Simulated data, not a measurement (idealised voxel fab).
Module name: voxel tone inversion (process module)
We display cut, a cross-section 230 nm in width whose square cells are each 5 nm.
A cross-section is a grid of square cells, given in bands from the top down. A band is one or more rows of cells. Top, bottom (nm), then materials left to right with widths (nm); lone material tagged "throughout" fills the whole band edge to edge; "empty" = empty space. A quick word on heights: they are counted from 0, and under that level the wafer as it came to us is one material throughout. The lowest band is different from the rest in having no bottom; it simply continues downward, written as in "0 and below". Note: "30->40" means the width goes from the first number (top row of the band) to the second number (bottom row) in equal steps per row of cells. Step note "remained unchanged" = no cross-section cell changed. Heads up: "Closed cavity list" only lists the empty pockets with no open path to the top that are 8 cells or more, and it writes them as width x height at distance, distance from the left edge, in nm. It should be noted that, on the line of a given step, the content following the step's settings is a remark produced by the simulator itself with respect to that step. If you see "overlay nm" on a step's line and that step has a mask, it's telling you how far right of where it was planned the mask ended up; a negative number means it went left instead.

The steps planned for the process are as follows:
- 1: op RECEIVE | material Si
- 2: op CONFORMAL_DEP | material SiN | thk nm 10
- 3: op DIRECTIONAL_DEP | material polySi | thk nm 15
- 4: op PATTERN | tone cover | mask id POSTS | material resist | width nm 15 | pitch nm 30 | thk nm 25 | overlay nm 0
- 5: op DIRECTIONAL_ETCH | etch materials polySi | depth nm 15
- 6: op STRIP | etch materials resist
- 7: op FILL_DEP | material lowk | thk nm 10
- 8: op CMP | height nm 25
- 9: op STRIP | etch materials polySi
- 10: op CONFORMAL_DEP | material TiN | thk nm 5
- 11: op FILL_DEP | material W | thk nm 10
- 12: op CMP | height nm 25
- 13: op CONFORMAL_DEP | material SiCN | thk nm 5

Step 1 complete: cross-section of the wafer as received:
  0 and below = Si throughout
  Closed cavity list: none

First wafer of two, sectioned at end of module; run went per plan:
  30 down to 25 = SiCN throughout
  25 down to 15 = lowk 60 nm / TiN 5 nm / W 5 nm / TiN 5 nm / lowk 15 nm / TiN 5 nm / W 5 nm / TiN 5 nm / lowk 15 nm / TiN 5 nm / W 5 nm / TiN 5 nm / lowk 15 nm / TiN 5 nm / W 5 nm / TiN 5 nm / lowk 65 nm
  15 down to 10 = lowk 60 nm / TiN 15 nm / lowk 15 nm / TiN 15 nm / lowk 15 nm / TiN 15 nm / lowk 15 nm / TiN 15 nm / lowk 65 nm
  10 down to 0 = SiN throughout
  0 and below = Si throughout
  Closed cavity list: none

Module end: cross-section of wafer two of two. Same start and process plan as the first wafer. One mistake during execution:
  45 down to 40 = SiCN throughout
  40 down to 30 = W throughout
  30 down to 25 = TiN 65 nm / W 5 nm / TiN 25 nm / W 5 nm / TiN 25 nm / W 5 nm / TiN 25 nm / W 5 nm / TiN 70 nm
  25 down to 15 = lowk 60 nm / TiN 5 nm / W 5 nm / TiN 5 nm / lowk 15 nm / TiN 5 nm / W 5 nm / TiN 5 nm / lowk 15 nm / TiN 5 nm / W 5 nm / TiN 5 nm / lowk 15 nm / TiN 5 nm / W 5 nm / TiN 5 nm / lowk 65 nm
  15 down to 10 = lowk 60 nm / TiN 15 nm / lowk 15 nm / TiN 15 nm / lowk 15 nm / TiN 15 nm / lowk 15 nm / TiN 15 nm / lowk 65 nm
  10 down to 0 = SiN throughout
  0 and below = Si throughout
  Closed cavity list: none
What broke from the plan during processing? skipped: plan step 12 (never run)
at the end the second wafer has, in cells: TiN +42; W +96
